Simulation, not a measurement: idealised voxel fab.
process module | voxel gate over fins
cross-section cut | 160 nm wide | cells 5 nm
A cross-section is a grid of square cells, given in bands from the top down. A band is one or more rows of cells.
Each band's line starts with the height of the band's top and of its bottom, in nm. Then come its materials from left to right, each with its width in nm. One material with "throughout" fills the band from edge to edge. "air" is empty space.
Height 0 is the level under which the wafer as received is all one material. The lowest band goes on downwards, as in "0 down".
A width such as "30 to 40" changes by the same amount from each row of cells to the next, from the band's top row to its bottom row.
"no change" after a step means that no cell of the cross-section changed.
closed voids: empty space of 8 cells or more with no open way to the top, each as width x height at its distance from the left edge, in nm
after a step's settings: what the simulator itself notes on the step
overlay nm, on a step with a mask: how far to the right of its planned place the mask lay; to the left if negative
plan
1 op RECEIVE | material Si
2 op CONFORMAL_DEP | material SiN | thk nm 5
3 op MASKED_ETCH | tone cover | mask id FINS | width nm 15 | pitch nm 40 | etch materials SiN | depth nm 5 | overlay nm 0
4 op MASKED_ETCH | tone cover | mask id FINS | width nm 15 | pitch nm 40 | etch materials Si | depth nm 30 | overlay nm 0
5 op OXIDIZE | depth nm 5
6 op FILL_DEP | material SiO2 | thk nm 15
7 op CMP | height nm 5
8 op SELECTIVE_ETCH | etch materials SiO2 | depth nm 15
9 op STRIP | etch materials SiN
10 op CONFORMAL_DEP | material HfO2 | thk nm 5
11 op CONFORMAL_DEP | material TiN | thk nm 5
12 op FILL_DEP | material W | thk nm 10
13 op CMP | height nm 15
14 op CONFORMAL_DEP | material SiCN | thk nm 10
first wafer, as planned
as received, after step 1
  0 down: Si throughout
  closed voids: none
after step 2
  5 to 0: SiN throughout
  below 0: unchanged
after step 3
  5 to 0: air 50 | SiN 15 | air 25 | SiN 15 | air 55
  below 0: unchanged
after step 4
  5 to 0: air 50 | SiN 15 | air 25 | SiN 15 | air 55
  0 to -30: air 50 | Si 15 | air 25 | Si 15 | air 55
  below -30: unchanged
after step 5
  5 to 0: air 50 | SiN 15 | air 25 | SiN 15 | air 55
  0 to -30: air 50 | SiO2 5 | Si 5 | SiO2 5 | air 25 | SiO2 5 | Si 5 | SiO2 5 | air 55
  -30 to -35: SiO2 55 | Si 5 | SiO2 35 | Si 5 | SiO2 60
  below -35: unchanged
after step 6
  20 to 5: SiO2 throughout
  5 to 0: SiO2 50 | SiN 15 | SiO2 25 | SiN 15 | SiO2 55
  0 to -35: SiO2 55 | Si 5 | SiO2 35 | Si 5 | SiO2 60
  below -35: unchanged
after step 7
  5 to 0: SiO2 50 | SiN 15 | SiO2 25 | SiN 15 | SiO2 55
  below 0: unchanged
after step 8
  5 to 0: air 50 | SiN 15 | air 25 | SiN 15 | air 55
  0 to -10: air 55 | Si 5 | air 35 | Si 5 | air 60
  below -10: unchanged
after step 9
  0 to -10: air 55 | Si 5 | air 35 | Si 5 | air 60
  below -10: unchanged
after step 10
  5 to 0: air 50 | HfO2 15 | air 25 | HfO2 15 | air 55
  0 to -5: air 50 | HfO2 5 | Si 5 | HfO2 5 | air 25 | HfO2 5 | Si 5 | HfO2 5 | air 55
  -5 to -10: HfO2 55 | Si 5 | HfO2 35 | Si 5 | HfO2 60
  below -10: unchanged
after step 11
  10 to 5: air 45 | TiN 25 | air 15 | TiN 25 | air 50
  5 to 0: air 45 | TiN 5 | HfO2 15 | TiN 5 | air 15 | TiN 5 | HfO2 15 | TiN 5 | air 50
  0 to -5: TiN 50 | HfO2 5 | Si 5 | HfO2 5 | TiN 25 | HfO2 5 | Si 5 | HfO2 5 | TiN 55
  below -5: unchanged
after step 12
  20 to 10: W throughout
  10 to 5: W 45 | TiN 25 | W 15 | TiN 25 | W 50
  5 to 0: W 45 | TiN 5 | HfO2 15 | TiN 5 | W 15 | TiN 5 | HfO2 15 | TiN 5 | W 50
  below 0: unchanged
after step 13
  15 to 10: W throughout
  below 10: unchanged
after step 14
  25 to 15: SiCN throughout
  below 15: unchanged
second wafer: like start, like plan, one mistake. Through step 3 it matches the first wafer
when step 4 should have ended
  5 to 0: air 50 | SiN 15 | air 25 | SiN 15 | air 55
  0 to -30: air 45 | Si 25 | air 15 | Si 25 | air 50
  below -30: unchanged
when step 5 should have ended
  5 to 0: air 50 | SiN 15 | air 25 | SiN 15 | air 55
  0 to -5: air 45 | SiO2 10 | Si 5 | SiO2 10 | air 15 | SiO2 10 | Si 5 | SiO2 10 | air 50
  -5 to -30: air 45 | SiO2 5 | Si 15 | SiO2 5 | air 15 | SiO2 5 | Si 15 | SiO2 5 | air 50
  -30 to -35: SiO2 50 | Si 15 | SiO2 25 | Si 15 | SiO2 55
  below -35: unchanged
when step 6 should have ended
  20 to 5: SiO2 throughout
  5 to 0: SiO2 50 | SiN 15 | SiO2 25 | SiN 15 | SiO2 55
  0 to -5: SiO2 55 | Si 5 | SiO2 35 | Si 5 | SiO2 60
  -5 to -35: SiO2 50 | Si 15 | SiO2 25 | Si 15 | SiO2 55
  below -35: unchanged
when step 7 should have ended
  5 to 0: SiO2 50 | SiN 15 | SiO2 25 | SiN 15 | SiO2 55
  below 0: unchanged
when step 8 should have ended
  5 to 0: air 50 | SiN 15 | air 25 | SiN 15 | air 55
  0 to -10: air 55 to 50 | Si 5 to 15 | air 35 to 25 | Si 5 to 15 | air 60 to 55
  below -10: unchanged
when step 9 should have ended
  0 to -10: air 55 to 50 | Si 5 to 15 | air 35 to 25 | Si 5 to 15 | air 60 to 55
  below -10: unchanged
when step 10 should have ended
  5 to 0: air 50 | HfO2 15 | air 25 | HfO2 15 | air 55
  0 to -5: air 45 | HfO2 10 | Si 5 | HfO2 10 | air 15 | HfO2 10 | Si 5 | HfO2 10 | air 50
  -5 to -10: HfO2 50 | Si 15 | HfO2 25 | Si 15 | HfO2 55
  below -10: unchanged
when step 11 should have ended
  10 to 5: air 45 | TiN 25 | air 15 | TiN 25 | air 50
  5 to 0: air 40 | TiN 10 | HfO2 15 | TiN 10 | air 5 | TiN 10 | HfO2 15 | TiN 10 | air 45
  0 to -5: TiN 45 | HfO2 10 | Si 5 | HfO2 10 | TiN 15 | HfO2 10 | Si 5 | HfO2 10 | TiN 50
  below -5: unchanged
when step 12 should have ended
  20 to 10: W throughout
  10 to 5: W 45 | TiN 25 | W 15 | TiN 25 | W 50
  5 to 0: W 40 | TiN 10 | HfO2 15 | TiN 10 | W 5 | TiN 10 | HfO2 15 | TiN 10 | W 45
  below 0: unchanged
when step 13 should have ended
  15 to 10: W throughout
  below 10: unchanged
when step 14 should have ended
  25 to 15: SiCN throughout
  below 15: unchanged
what went wrong: step 4 ran as: op MASKED_ETCH | tone cover | mask id FINS | width nm 25 | pitch nm 40 | etch materials Si | depth nm 30 | overlay nm 0
at the end the second wafer has, in cells: 24 more of Si | 20 fewer of SiO2 | 4 fewer of W
